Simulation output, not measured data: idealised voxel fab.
The process module presented herein is designated voxel self aligned vias.
For reference, the cross-section in this document is cut, with width 250 nm and square cells of 5 nm.
How to read a cross-section here: the picture is a grid of square cells, written as bands going from the top down, and any band can span one or more rows of cells.
What a band's entry tells you: where the top is and where the bottom is, as heights in nm, and after that what lies inside, material by material from left to right, each with its width in nm. Empty space is written as the word "blank", and a single material marked with the word "throughout" occupies the band from edge to edge.
Below 0: as-received wafer, all one material; heights counted from there. Lowest band: no bottom, goes on down, written "0 and below".
The notation "30 to 40" denotes a width that varies across the rows of cells in the band, beginning at the first number in the top row, finishing at the second number in the bottom row, and changing by an identical amount from each row to the next.
Take "same as before" at face value: in the step it is given for, the cross-section changed in none of its cells.
Empty spaces counting at least 8 cells and having no open way to the top are listed in "Closed void register". The notation width x height at distance is used for each, the distance being from the left edge and all three values in nm.
Past the settings on a step's line: simulator remark, on that step.
A step's line can hold "overlay nm"; with a mask on that step, the setting says how far right of the planned place the mask lay, while a negative setting says it lay to the left.

Steps in the process plan:
step 1: op RECEIVE | material Si
step 2: op CONFORMAL_DEP | material SiO2 | thk nm 15
step 3: op CONFORMAL_DEP | material SiCN | thk nm 5
step 4: op DIRECTIONAL_DEP | material SiO2 | thk nm 20
step 5: op MASKED_ETCH | tone open | mask id LINES | width nm 20 | pitch nm 60 | etch materials SiO2 | depth nm 20 | overlay nm 0
step 6: op CONFORMAL_DEP | material TiN | thk nm 5
step 7: op FILL_DEP | material Ru | thk nm 5
step 8: op CMP | height nm 40
step 9: op SELECTIVE_ETCH | etch materials W Ru TiN | depth nm 10
step 10: op FILL_DEP | material SiN | thk nm 5
step 11: op CMP | height nm 40
step 12: op DIRECTIONAL_DEP | material SiO2 | thk nm 15
step 13: op PATTERN | tone open | mask id VIAS | material resist | width nm 30 | pitch nm 120 | thk nm 20 | overlay nm 0
step 14: op DIRECTIONAL_ETCH | etch materials SiO2 | depth nm 15
step 15: op DIRECTIONAL_ETCH | etch materials SiN | depth nm 10
step 16: op STRIP | etch materials resist
step 17: op CONFORMAL_DEP | material TiN | thk nm 5
step 18: op FILL_DEP | material Ru | thk nm 10
step 19: op CMP | height nm 55
step 20: op CONFORMAL_DEP | material SiN | thk nm 5

First of the two wafers, run per plan:

Cross-section of the wafer at receipt, which is the condition after step 1:
    0 and below  Si throughout
    Closed void register: none

Take a look at the wafer's cross-section after step 2:
    15 down to 0  SiO2 throughout
    Beneath the level 0, the cross-section is identical to its previous state.

Take a look at the wafer's cross-section after step 3:
    20 down to 15  SiCN throughout
    Beneath the level 15, the cross-section is identical to its previous state.

Take a look at the wafer's cross-section after step 4:
    40 down to 20  SiO2 throughout
    Beneath the level 20, the cross-section is identical to its previous state.

Take a look at the wafer's cross-section after step 5:
    40 down to 20  55 of SiO2; 20 of blank; 40 of SiO2; 20 of blank; 40 of SiO2; 20 of blank; 55 of SiO2
    Beneath the level 20, the cross-section is identical to its previous state.

Take a look at the wafer's cross-section after step 6:
    45 down to 40  60 of TiN; 10 of blank; 50 of TiN; 10 of blank; 50 of TiN; 10 of blank; 60 of TiN
    40 down to 25  55 of SiO2; 5 of TiN; 10 of blank; 5 of TiN; 40 of SiO2; 5 of TiN; 10 of blank; 5 of TiN; 40 of SiO2; 5 of TiN; 10 of blank; 5 of TiN; 55 of SiO2
    25 down to 20  55 of SiO2; 20 of TiN; 40 of SiO2; 20 of TiN; 40 of SiO2; 20 of TiN; 55 of SiO2
    Beneath the level 20, the cross-section is identical to its previous state.

Take a look at the wafer's cross-section after step 7:
    50 down to 45  Ru throughout
    45 down to 40  60 of TiN; 10 of Ru; 50 of TiN; 10 of Ru; 50 of TiN; 10 of Ru; 60 of TiN
    40 down to 25  55 of SiO2; 5 of TiN; 10 of Ru; 5 of TiN; 40 of SiO2; 5 of TiN; 10 of Ru; 5 of TiN; 40 of SiO2; 5 of TiN; 10 of Ru; 5 of TiN; 55 of SiO2
    Beneath the level 25, the cross-section is identical to its previous state.

Take a look at the wafer's cross-section after step 8:
    40 down to 25  55 of SiO2; 5 of TiN; 10 of Ru; 5 of TiN; 40 of SiO2; 5 of TiN; 10 of Ru; 5 of TiN; 40 of SiO2; 5 of TiN; 10 of Ru; 5 of TiN; 55 of SiO2
    Beneath the level 25, the cross-section is identical to its previous state.

Take a look at the wafer's cross-section after step 9:
    40 down to 30  55 of SiO2; 20 of blank; 40 of SiO2; 20 of blank; 40 of SiO2; 20 of blank; 55 of SiO2
    Beneath the level 30, the cross-section is identical to its previous state.

Take a look at the wafer's cross-section after step 10:
    45 down to 40  SiN throughout
    40 down to 30  55 of SiO2; 20 of SiN; 40 of SiO2; 20 of SiN; 40 of SiO2; 20 of SiN; 55 of SiO2
    Beneath the level 30, the cross-section is identical to its previous state.

Take a look at the wafer's cross-section after step 11:
    40 down to 30  55 of SiO2; 20 of SiN; 40 of SiO2; 20 of SiN; 40 of SiO2; 20 of SiN; 55 of SiO2
    Beneath the level 30, the cross-section is identical to its previous state.

Take a look at the wafer's cross-section after step 12:
    55 down to 40  SiO2 throughout
    Beneath the level 40, the cross-section is identical to its previous state.

Take a look at the wafer's cross-section after step 13:
    75 down to 55  50 of resist; 30 of blank; 90 of resist; 30 of blank; 50 of resist
    Beneath the level 55, the cross-section is identical to its previous state.

Take a look at the wafer's cross-section after step 14:
    75 down to 55  50 of resist; 30 of blank; 90 of resist; 30 of blank; 50 of resist
    55 down to 40  50 of SiO2; 30 of blank; 90 of SiO2; 30 of blank; 50 of SiO2
    Beneath the level 40, the cross-section is identical to its previous state.

Take a look at the wafer's cross-section after step 15:
    75 down to 55  50 of resist; 30 of blank; 90 of resist; 30 of blank; 50 of resist
    55 down to 40  50 of SiO2; 30 of blank; 90 of SiO2; 30 of blank; 50 of SiO2
    40 down to 30  55 of SiO2; 20 of blank; 40 of SiO2; 20 of SiN; 40 of SiO2; 20 of blank; 55 of SiO2
    Beneath the level 30, the cross-section is identical to its previous state.

Take a look at the wafer's cross-section after step 16:
    55 down to 40  50 of SiO2; 30 of blank; 90 of SiO2; 30 of blank; 50 of SiO2
    Beneath the level 40, the cross-section is identical to its previous state.

Take a look at the wafer's cross-section after step 17:
    60 down to 55  55 of TiN; 20 of blank; 100 of TiN; 20 of blank; 55 of TiN
    55 down to 45  50 of SiO2; 5 of TiN; 20 of blank; 5 of TiN; 90 of SiO2; 5 of TiN; 20 of blank; 5 of TiN; 50 of SiO2
    45 down to 40  50 of SiO2; 10 of TiN; 10 of blank; 10 of TiN; 90 of SiO2; 10 of TiN; 10 of blank; 10 of TiN; 50 of SiO2
    40 down to 35  55 of SiO2; 5 of TiN; 10 of blank; 5 of TiN; 40 of SiO2; 20 of SiN; 40 of SiO2; 5 of TiN; 10 of blank; 5 of TiN; 55 of SiO2
    35 down to 30  55 of SiO2; 20 of TiN; 40 of SiO2; 20 of SiN; 40 of SiO2; 20 of TiN; 55 of SiO2
    Beneath the level 30, the cross-section is identical to its previous state.

Take a look at the wafer's cross-section after step 18:
    70 down to 60  Ru throughout
    60 down to 55  55 of TiN; 20 of Ru; 100 of TiN; 20 of Ru; 55 of TiN
    55 down to 45  50 of SiO2; 5 of TiN; 20 of Ru; 5 of TiN; 90 of SiO2; 5 of TiN; 20 of Ru; 5 of TiN; 50 of SiO2
    45 down to 40  50 of SiO2; 10 of TiN; 10 of Ru; 10 of TiN; 90 of SiO2; 10 of TiN; 10 of Ru; 10 of TiN; 50 of SiO2
    40 down to 35  55 of SiO2; 5 of TiN; 10 of Ru; 5 of TiN; 40 of SiO2; 20 of SiN; 40 of SiO2; 5 of TiN; 10 of Ru; 5 of TiN; 55 of SiO2
    Beneath the level 35, the cross-section is identical to its previous state.

Take a look at the wafer's cross-section after step 19:
    55 down to 45  50 of SiO2; 5 of TiN; 20 of Ru; 5 of TiN; 90 of SiO2; 5 of TiN; 20 of Ru; 5 of TiN; 50 of SiO2
    Beneath the level 45, the cross-section is identical to its previous state.

Take a look at the wafer's cross-section after step 20:
    60 down to 55  SiN throughout
    Beneath the level 55, the cross-section is identical to its previous state.

Second of two: same start, same plan, one run error; steps up to and including 1 match the first:

Second wafer, cross-section, planned end of step 2:
    15 down to 0  SiN throughout
    Beneath the level 0, the cross-section is identical to its previous state.

Second wafer, cross-section, planned end of step 3:
    20 down to 15  SiCN throughout
    Beneath the level 15, the cross-section is identical to its previous state.

Second wafer, cross-section, planned end of step 4:
    40 down to 20  SiO2 throughout
    Beneath the level 20, the cross-section is identical to its previous state.

Second wafer, cross-section, planned end of step 5:
    40 down to 20  55 of SiO2; 20 of blank; 40 of SiO2; 20 of blank; 40 of SiO2; 20 of blank; 55 of SiO2
    Beneath the level 20, the cross-section is identical to its previous state.

Second wafer, cross-section, planned end of step 6:
    45 down to 40  60 of TiN; 10 of blank; 50 of TiN; 10 of blank; 50 of TiN; 10 of blank; 60 of TiN
    40 down to 25  55 of SiO2; 5 of TiN; 10 of blank; 5 of TiN; 40 of SiO2; 5 of TiN; 10 of blank; 5 of TiN; 40 of SiO2; 5 of TiN; 10 of blank; 5 of TiN; 55 of SiO2
    25 down to 20  55 of SiO2; 20 of TiN; 40 of SiO2; 20 of TiN; 40 of SiO2; 20 of TiN; 55 of SiO2
    Beneath the level 20, the cross-section is identical to its previous state.

Second wafer, cross-section, planned end of step 7:
    50 down to 45  Ru throughout
    45 down to 40  60 of TiN; 10 of Ru; 50 of TiN; 10 of Ru; 50 of TiN; 10 of Ru; 60 of TiN
    40 down to 25  55 of SiO2; 5 of TiN; 10 of Ru; 5 of TiN; 40 of SiO2; 5 of TiN; 10 of Ru; 5 of TiN; 40 of SiO2; 5 of TiN; 10 of Ru; 5 of TiN; 55 of SiO2
    Beneath the level 25, the cross-section is identical to its previous state.

Second wafer, cross-section, planned end of step 8:
    40 down to 25  55 of SiO2; 5 of TiN; 10 of Ru; 5 of TiN; 40 of SiO2; 5 of TiN; 10 of Ru; 5 of TiN; 40 of SiO2; 5 of TiN; 10 of Ru; 5 of TiN; 55 of SiO2
    Beneath the level 25, the cross-section is identical to its previous state.

Second wafer, cross-section, planned end of step 9:
    40 down to 30  55 of SiO2; 20 of blank; 40 of SiO2; 20 of blank; 40 of SiO2; 20 of blank; 55 of SiO2
    Beneath the level 30, the cross-section is identical to its previous state.

Second wafer, cross-section, planned end of step 10:
    45 down to 40  SiN throughout
    40 down to 30  55 of SiO2; 20 of SiN; 40 of SiO2; 20 of SiN; 40 of SiO2; 20 of SiN; 55 of SiO2
    Beneath the level 30, the cross-section is identical to its previous state.

Second wafer, cross-section, planned end of step 11:
    40 down to 30  55 of SiO2; 20 of SiN; 40 of SiO2; 20 of SiN; 40 of SiO2; 20 of SiN; 55 of SiO2
    Beneath the level 30, the cross-section is identical to its previous state.

Second wafer, cross-section, planned end of step 12:
    55 down to 40  SiO2 throughout
    Beneath the level 40, the cross-section is identical to its previous state.

Second wafer, cross-section, planned end of step 13:
    75 down to 55  50 of resist; 30 of blank; 90 of resist; 30 of blank; 50 of resist
    Beneath the level 55, the cross-section is identical to its previous state.

Second wafer, cross-section, planned end of step 14:
    75 down to 55  50 of resist; 30 of blank; 90 of resist; 30 of blank; 50 of resist
    55 down to 40  50 of SiO2; 30 of blank; 90 of SiO2; 30 of blank; 50 of SiO2
    Beneath the level 40, the cross-section is identical to its previous state.

Second wafer, cross-section, planned end of step 15:
    75 down to 55  50 of resist; 30 of blank; 90 of resist; 30 of blank; 50 of resist
    55 down to 40  50 of SiO2; 30 of blank; 90 of SiO2; 30 of blank; 50 of SiO2
    40 down to 30  55 of SiO2; 20 of blank; 40 of SiO2; 20 of SiN; 40 of SiO2; 20 of blank; 55 of SiO2
    Beneath the level 30, the cross-section is identical to its previous state.

Second wafer, cross-section, planned end of step 16:
    55 down to 40  50 of SiO2; 30 of blank; 90 of SiO2; 30 of blank; 50 of SiO2
    Beneath the level 40, the cross-section is identical to its previous state.

Second wafer, cross-section, planned end of step 17:
    60 down to 55  55 of TiN; 20 of blank; 100 of TiN; 20 of blank; 55 of TiN
    55 down to 45  50 of SiO2; 5 of TiN; 20 of blank; 5 of TiN; 90 of SiO2; 5 of TiN; 20 of blank; 5 of TiN; 50 of SiO2
    45 down to 40  50 of SiO2; 10 of TiN; 10 of blank; 10 of TiN; 90 of SiO2; 10 of TiN; 10 of blank; 10 of TiN; 50 of SiO2
    40 down to 35  55 of SiO2; 5 of TiN; 10 of blank; 5 of TiN; 40 of SiO2; 20 of SiN; 40 of SiO2; 5 of TiN; 10 of blank; 5 of TiN; 55 of SiO2
    35 down to 30  55 of SiO2; 20 of TiN; 40 of SiO2; 20 of SiN; 40 of SiO2; 20 of TiN; 55 of SiO2
    Beneath the level 30, the cross-section is identical to its previous state.

Second wafer, cross-section, planned end of step 18:
    70 down to 60  Ru throughout
    60 down to 55  55 of TiN; 20 of Ru; 100 of TiN; 20 of Ru; 55 of TiN
    55 down to 45  50 of SiO2; 5 of TiN; 20 of Ru; 5 of TiN; 90 of SiO2; 5 of TiN; 20 of Ru; 5 of TiN; 50 of SiO2
    45 down to 40  50 of SiO2; 10 of TiN; 10 of Ru; 10 of TiN; 90 of SiO2; 10 of TiN; 10 of Ru; 10 of TiN; 50 of SiO2
    40 down to 35  55 of SiO2; 5 of TiN; 10 of Ru; 5 of TiN; 40 of SiO2; 20 of SiN; 40 of SiO2; 5 of TiN; 10 of Ru; 5 of TiN; 55 of SiO2
    Beneath the level 35, the cross-section is identical to its previous state.

Second wafer, cross-section, planned end of step 19:
    55 down to 45  50 of SiO2; 5 of TiN; 20 of Ru; 5 of TiN; 90 of SiO2; 5 of TiN; 20 of Ru; 5 of TiN; 50 of SiO2
    Beneath the level 45, the cross-section is identical to its previous state.

Second wafer, cross-section, planned end of step 20:
    60 down to 55  SiN throughout
    Beneath the level 55, the cross-section is identical to its previous state.
What was the processing mistake? it should be noted that step 2 was executed with settings other than those planned, the operation and settings actually applied being op CONFORMAL_DEP | material SiN | thk nm 15
Final tally in cells, some materials are higher or lower on the second wafer than on the first: SiN: 150 more, SiO2: 150 fewer
